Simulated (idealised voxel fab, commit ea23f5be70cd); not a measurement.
Process module, titled voxel ribs on slabs
cross-section cut | 160 nm wide | cells 5 nm
This document writes a cross-section as a grid whose cells are square, and gives it as bands, listed from the top down; one or more rows of cells form a band.
Band: top and bottom heights (nm) first, top before bottom; then materials from left to right, widths in nm. "throughout" marks a sole material filling the band edge to edge. "empty" denotes empty space.
Note: height 0 marks the level under which the wafer is uniformly one material as received. Lowest band unbounded below, written "0 down".
You'd read "30 to 40" like this: the band's top row of cells is as wide as the first number, its bottom row is as wide as the second, and going down, every row changes width by the same amount as the row before did.
The designation "no alteration", where it is given for a processing step, indicates that no cell of the cross-section was altered in the course of that step.
If an empty space has no open way to the top and is at least 8 cells in size, "Enclosed cavities" lists it, written width x height at distance, where distance is measured from the left edge and every value is in nm.
Anything after a step's settings on that line? It's the simulator's own note about the step.
A step's line can hold "overlay nm"; with a mask on that step, the setting says how far right of the planned place the mask lay, while a negative setting says it lay to the left.
-- Process steps foreseen in the plan
1) RECEIVE with material Si
2) DIRECTIONAL_DEP with material SiO2, thk nm 30
3) DIRECTIONAL_DEP with material SiN, thk nm 25
4) PATTERN with tone cover, mask id RIB, material resist, width nm 15, thk nm 15, overlay nm 0
5) DIRECTIONAL_ETCH with etch materials SiN, depth nm 10
6) STRIP with etch materials resist
7) PATTERN with tone cover, mask id SLAB, material resist, width nm 55, thk nm 20, overlay nm 0
8) DIRECTIONAL_ETCH with etch materials SiN, depth nm 15
9) STRIP with etch materials resist
10) FILL_DEP with material SiO2, thk nm 25
11) CMP with height nm 70
12) DIRECTIONAL_DEP with material TiN, thk nm 10
13) MASKED_ETCH with tone cover, mask id HEATER, width nm 25, etch materials TiN, depth nm 10, overlay nm 0
14) CONFORMAL_DEP with material SiN, thk nm 10
-- Wafer as received: cross-section following step 1
* 0 down = Si throughout
* Enclosed cavities: none
-- End-of-module XS, first of two wafers, run as planned
* 90 to 80 = 55 nm empty; 45 nm SiN; 60 nm empty
* 80 to 70 = 65 nm SiN; 25 nm TiN; 70 nm SiN
* 70 to 55 = SiO2 throughout
* 55 to 45 = 70 nm SiO2; 15 nm SiN; 75 nm SiO2
* 45 to 30 = 50 nm SiO2; 55 nm SiN; 55 nm SiO2
* 30 to 0 = SiO2 throughout
* 0 down = Si throughout
* Enclosed cavities: none
-- Wafer two, sectioned after the module: the first wafer's start, the first wafer's plan, and one mistake in how it was run
* 90 to 80 = 55 nm empty; 45 nm SiN; 60 nm empty
* 80 to 70 = 65 nm SiN; 25 nm TiN; 70 nm SiN
* 70 to 55 = SiO2 throughout
* 55 to 45 = 60 nm SiO2; 15 nm SiN; 85 nm SiO2
* 45 to 30 = 50 nm SiO2; 55 nm SiN; 55 nm SiO2
* 30 to 0 = SiO2 throughout
* 0 down = Si throughout
* Enclosed cavities: none
Run error: step 4 went in with a setting other than planned; the actual run was PATTERN with tone cover, mask id RIB, material resist, width nm 15, thk nm 15, overlay nm -10
So at the finish, the second wafer's got exactly as many cells of each material as the first, just not in the same spots.
